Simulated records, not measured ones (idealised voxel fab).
voxel self aligned contacts: a process module
It is cross-section cut that appears here, measuring 210 nm in width, its square cells being 5 nm in size.
Bands, listed from the top down, are how a cross-section gets written in this document; the cross-section itself is a grid of square cells, and a band is one or more rows of them. Each band's line starts with the height of the band's top and of its bottom, in nm. Then come its materials from left to right, each with its width in nm. One material with "all across" fills the band from edge to edge. "empty" is empty space. Counting heights begins at 0, where everything beneath is, in the wafer as received, one material. The lowest band has no bottom; it goes on downwards, as "z 0 and below" shows. A two-number width, for instance "30..40", indicates that the width is equal to the first number in the top row of the band and to the second number in the bottom row, and that it changes by a constant amount per row of cells. "nothing was modified" means the step left every cell of the cross-section as it was. Entry "Entrapped void list" = empty spaces >= 8 cells with no open way to the top; each as width x height at distance, distance from left edge, all nm. Anything after a step's settings on that line? It's the simulator's own note about the step. On any step carrying a mask, the "overlay nm" setting, if present on the step's line, tells how far right of its planned place the mask lay; negative values point to the left.
STEPS PLANNED FOR THE PROCESS
| 1 | RECEIVE | material Si |
| 2 | OXIDIZE | depth nm 5 |
| 3 | DIRECTIONAL_DEP | material polySi | thk nm 25 |
| 4 | DIRECTIONAL_DEP | material SiN | thk nm 20 |
| 5 | PATTERN | tone cover | mask id GATE | material resist | width nm 30 | pitch nm 55 | thk nm 15 | overlay nm 0 |
| 6 | DIRECTIONAL_ETCH | etch materials SiN | depth nm 20 |
| 7 | DIRECTIONAL_ETCH | etch materials polySi | depth nm 25 |
| 8 | STRIP | etch materials resist |
| 9 | CONFORMAL_DEP | material SiN | thk nm 5 |
| 10 | DIRECTIONAL_ETCH | etch materials SiN | depth nm 5 |
| 11 | FILL_DEP | material SiO2 | thk nm 15 |
| 12 | CMP | height nm 55 |
| 13 | PATTERN | tone open | mask id CONTACT | material resist | width nm 35 | pitch nm 55 | thk nm 15 | overlay nm 0 |
| 14 | DIRECTIONAL_ETCH | etch materials SiO2 | depth nm 60 |
| 15 | STRIP | etch materials resist |
| 16 | CONFORMAL_DEP | material TiN | thk nm 5 |
| 17 | FILL_DEP | material W | thk nm 10 |
| 18 | CMP | height nm 55 |
| 19 | CONFORMAL_DEP | material SiCN | thk nm 5 |
AS-RECEIVED STATE OF THE WAFER IN CROSS-SECTION, EQUIVALENT TO POST-STEP 1
	z 0 and below  Si all across
	Entrapped void list: none
WAFER CROSS-SECTION AT END OF MODULE: START AND PLAN AS SHOWN ABOVE, ONE EXECUTION ERROR
	z 70 to 65  SiCN all across
	z 65 to 60  W all across
	z 60 to 55  TiN 65; W 25; TiN 30; W 25; TiN 65
	z 55 to 45  SiO2 60; TiN 5..15; W 25..5; TiN 5..15; SiO2 20; TiN 5..15; W 25..5; TiN 5..15; SiO2 60
	z 45 to 25  SiO2 30; SiN 40; TiN 5; W 5; TiN 5; SiN 40; TiN 5; W 5; TiN 5; SiN 40; SiO2 30
	z 25 to 0  SiO2 30; SiN 5; polySi 30; SiN 5; TiN 5; W 5; TiN 5; SiN 5; polySi 30; SiN 5; TiN 5; W 5; TiN 5; SiN 5; polySi 30; SiN 5; SiO2 30
	z 0 to -5  SiO2 70; TiN 15; SiO2 40; TiN 15; SiO2 70
	z -5 and below  Si all across
	Entrapped void list: none
Deviation from plan: step 18 was processed under conditions differing from the plan, specifically as CMP | height nm 65
